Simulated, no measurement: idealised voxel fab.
process module | voxel self aligned contacts
cross-section cut | 180 nm wide | cells 5 nm
A cross-section is a grid of square cells, given in bands from the top down. A band is one or more rows of cells.
Each band's line starts with the height of the band's top and of its bottom, in nm. Then come its materials from left to right, each with its width in nm. One material with "throughout" fills the band from edge to edge. "air" is empty space.
Height 0 is the level under which the wafer as received is all one material. The lowest band goes on downwards, as in "0 down".
A width such as "30 to 40" changes by the same amount from each row of cells to the next, from the band's top row to its bottom row.
"no change" after a step means that no cell of the cross-section changed.
closed voids: empty space of 8 cells or more with no open way to the top, each as width x height at its distance from the left edge, in nm
after a step's settings: what the simulator itself notes on the step
overlay nm, on a step with a mask: how far to the right of its planned place the mask lay; to the left if negative
plan
1 op RECEIVE | material Si
2 op CONFORMAL_DEP | material SiO2 | thk nm 5
3 op DIRECTIONAL_DEP | material polySi | thk nm 30
4 op DIRECTIONAL_DEP | material SiN | thk nm 20
5 op MASKED_ETCH | tone cover | mask id GATE | width nm 30 | pitch nm 65 | etch materials SiN | depth nm 20 | overlay nm 0
6 op MASKED_ETCH | tone cover | mask id GATE | width nm 30 | pitch nm 65 | etch materials polySi | depth nm 30 | overlay nm 0
7 op CONFORMAL_DEP | material SiN | thk nm 10
8 op DIRECTIONAL_ETCH | etch materials SiN | depth nm 10
9 op FILL_DEP | material SiO2 | thk nm 15
10 op CMP | height nm 65
11 op PATTERN | tone open | mask id CONTACT | material resist | width nm 45 | thk nm 20 | overlay nm 0
12 op DIRECTIONAL_ETCH | etch materials SiO2 | depth nm 65
13 op STRIP | etch materials resist
14 op CONFORMAL_DEP | material TiN | thk nm 5
15 op FILL_DEP | material Ru | thk nm 10
16 op CMP | height nm 65
17 op CONFORMAL_DEP | material SiN | thk nm 5
first wafer, as planned
as received, after step 1
  0 down: Si throughout
  closed voids: none
after step 2
  5 to 0: SiO2 throughout
  below 0: unchanged
after step 3
  35 to 5: polySi throughout
  below 5: unchanged
after step 4
  55 to 35: SiN throughout
  below 35: unchanged
after step 5
  55 to 35: air 40 | SiN 30 | air 35 | SiN 30 | air 45
  below 35: unchanged
after step 6
  55 to 35: air 40 | SiN 30 | air 35 | SiN 30 | air 45
  35 to 5: air 40 | polySi 30 | air 35 | polySi 30 | air 45
  below 5: unchanged
after step 7
  65 to 35: air 30 | SiN 50 | air 15 | SiN 50 | air 35
  35 to 15: air 30 | SiN 10 | polySi 30 | SiN 10 | air 15 | SiN 10 | polySi 30 | SiN 10 | air 35
  15 to 5: SiN 40 | polySi 30 | SiN 35 | polySi 30 | SiN 45
  below 5: unchanged
after step 8
  55 to 35: air 30 | SiN 50 | air 15 | SiN 50 | air 35
  35 to 5: air 30 | SiN 10 | polySi 30 | SiN 10 | air 15 | SiN 10 | polySi 30 | SiN 10 | air 35
  below 5: unchanged
after step 9
  70 to 55: SiO2 throughout
  55 to 35: SiO2 30 | SiN 50 | SiO2 15 | SiN 50 | SiO2 35
  35 to 5: SiO2 30 | SiN 10 | polySi 30 | SiN 10 | SiO2 15 | SiN 10 | polySi 30 | SiN 10 | SiO2 35
  below 5: unchanged
after step 10
  65 to 55: SiO2 throughout
  below 55: unchanged
after step 11
  85 to 65: resist 65 | air 45 | resist 70
  below 65: unchanged
after step 12
  85 to 65: resist 65 | air 45 | resist 70
  65 to 55: SiO2 65 | air 45 | SiO2 70
  55 to 35: SiO2 30 | SiN 50 | air 15 | SiN 50 | SiO2 35
  35 to 5: SiO2 30 | SiN 10 | polySi 30 | SiN 10 | air 15 | SiN 10 | polySi 30 | SiN 10 | SiO2 35
  5 to 0: SiO2 80 | air 15 | SiO2 85
  below 0: unchanged
after step 13
  65 to 55: SiO2 65 | air 45 | SiO2 70
  below 55: unchanged
after step 14
  70 to 65: TiN 70 | air 35 | TiN 75
  65 to 55: SiO2 65 | TiN 5 to 20 | air 35 to 5 | TiN 5 to 20 | SiO2 70
  55 to 35: SiO2 30 | SiN 50 | TiN 5 | air 5 | TiN 5 | SiN 50 | SiO2 35
  35 to 5: SiO2 30 | SiN 10 | polySi 30 | SiN 10 | TiN 5 | air 5 | TiN 5 | SiN 10 | polySi 30 | SiN 10 | SiO2 35
  5 to 0: SiO2 80 | TiN 15 | SiO2 85
  below 0: unchanged
after step 15
  80 to 70: Ru throughout
  70 to 65: TiN 70 | Ru 35 | TiN 75
  65 to 55: SiO2 65 | TiN 5 to 20 | Ru 35 to 5 | TiN 5 to 20 | SiO2 70
  55 to 35: SiO2 30 | SiN 50 | TiN 5 | Ru 5 | TiN 5 | SiN 50 | SiO2 35
  35 to 5: SiO2 30 | SiN 10 | polySi 30 | SiN 10 | TiN 5 | Ru 5 | TiN 5 | SiN 10 | polySi 30 | SiN 10 | SiO2 35
  below 5: unchanged
after step 16
  65 to 55: SiO2 65 | TiN 5 to 20 | Ru 35 to 5 | TiN 5 to 20 | SiO2 70
  below 55: unchanged
after step 17
  70 to 65: SiN throughout
  below 65: unchanged
second wafer: like start, like plan, one mistake. Through step 7 it matches the first wafer
when step 8 should have ended
  60 to 35: air 30 | SiN 50 | air 15 | SiN 50 | air 35
  35 to 10: air 30 | SiN 10 | polySi 30 | SiN 10 | air 15 | SiN 10 | polySi 30 | SiN 10 | air 35
  below 10: unchanged
when step 9 should have ended
  75 to 60: SiO2 throughout
  60 to 35: SiO2 30 | SiN 50 | SiO2 15 | SiN 50 | SiO2 35
  35 to 10: SiO2 30 | SiN 10 | polySi 30 | SiN 10 | SiO2 15 | SiN 10 | polySi 30 | SiN 10 | SiO2 35
  below 10: unchanged
when step 10 should have ended
  65 to 60: SiO2 throughout
  below 60: unchanged
when step 11 should have ended
  85 to 65: resist 65 | air 45 | resist 70
  below 65: unchanged
when step 12 should have ended
  85 to 65: resist 65 | air 45 | resist 70
  65 to 60: SiO2 65 | air 45 | SiO2 70
  60 to 35: SiO2 30 | SiN 50 | air 15 | SiN 50 | SiO2 35
  35 to 10: SiO2 30 | SiN 10 | polySi 30 | SiN 10 | air 15 | SiN 10 | polySi 30 | SiN 10 | SiO2 35
  below 10: unchanged
when step 13 should have ended
  65 to 60: SiO2 65 | air 45 | SiO2 70
  below 60: unchanged
when step 14 should have ended
  70 to 65: TiN 70 | air 35 | TiN 75
  65 to 60: SiO2 65 | TiN 20 | air 5 | TiN 20 | SiO2 70
  60 to 35: SiO2 30 | SiN 50 | TiN 5 | air 5 | TiN 5 | SiN 50 | SiO2 35
  35 to 15: SiO2 30 | SiN 10 | polySi 30 | SiN 10 | TiN 5 | air 5 | TiN 5 | SiN 10 | polySi 30 | SiN 10 | SiO2 35
  15 to 10: SiO2 30 | SiN 10 | polySi 30 | SiN 10 | TiN 15 | SiN 10 | polySi 30 | SiN 10 | SiO2 35
  below 10: unchanged
when step 15 should have ended
  80 to 70: Ru throughout
  70 to 65: TiN 70 | Ru 35 | TiN 75
  65 to 60: SiO2 65 | TiN 20 | Ru 5 | TiN 20 | SiO2 70
  60 to 35: SiO2 30 | SiN 50 | TiN 5 | Ru 5 | TiN 5 | SiN 50 | SiO2 35
  35 to 15: SiO2 30 | SiN 10 | polySi 30 | SiN 10 | TiN 5 | Ru 5 | TiN 5 | SiN 10 | polySi 30 | SiN 10 | SiO2 35
  below 15: unchanged
when step 16 should have ended
  65 to 60: SiO2 65 | TiN 20 | Ru 5 | TiN 20 | SiO2 70
  below 60: unchanged
when step 17 should have ended
  70 to 65: SiN throughout
  below 65: unchanged
what went wrong: step 8 ran as: op DIRECTIONAL_ETCH | etch materials SiN | depth nm 5
at the end the second wafer has, in cells: 8 fewer of Ru | 36 more of SiN | 24 fewer of SiO2 | 4 fewer of TiN
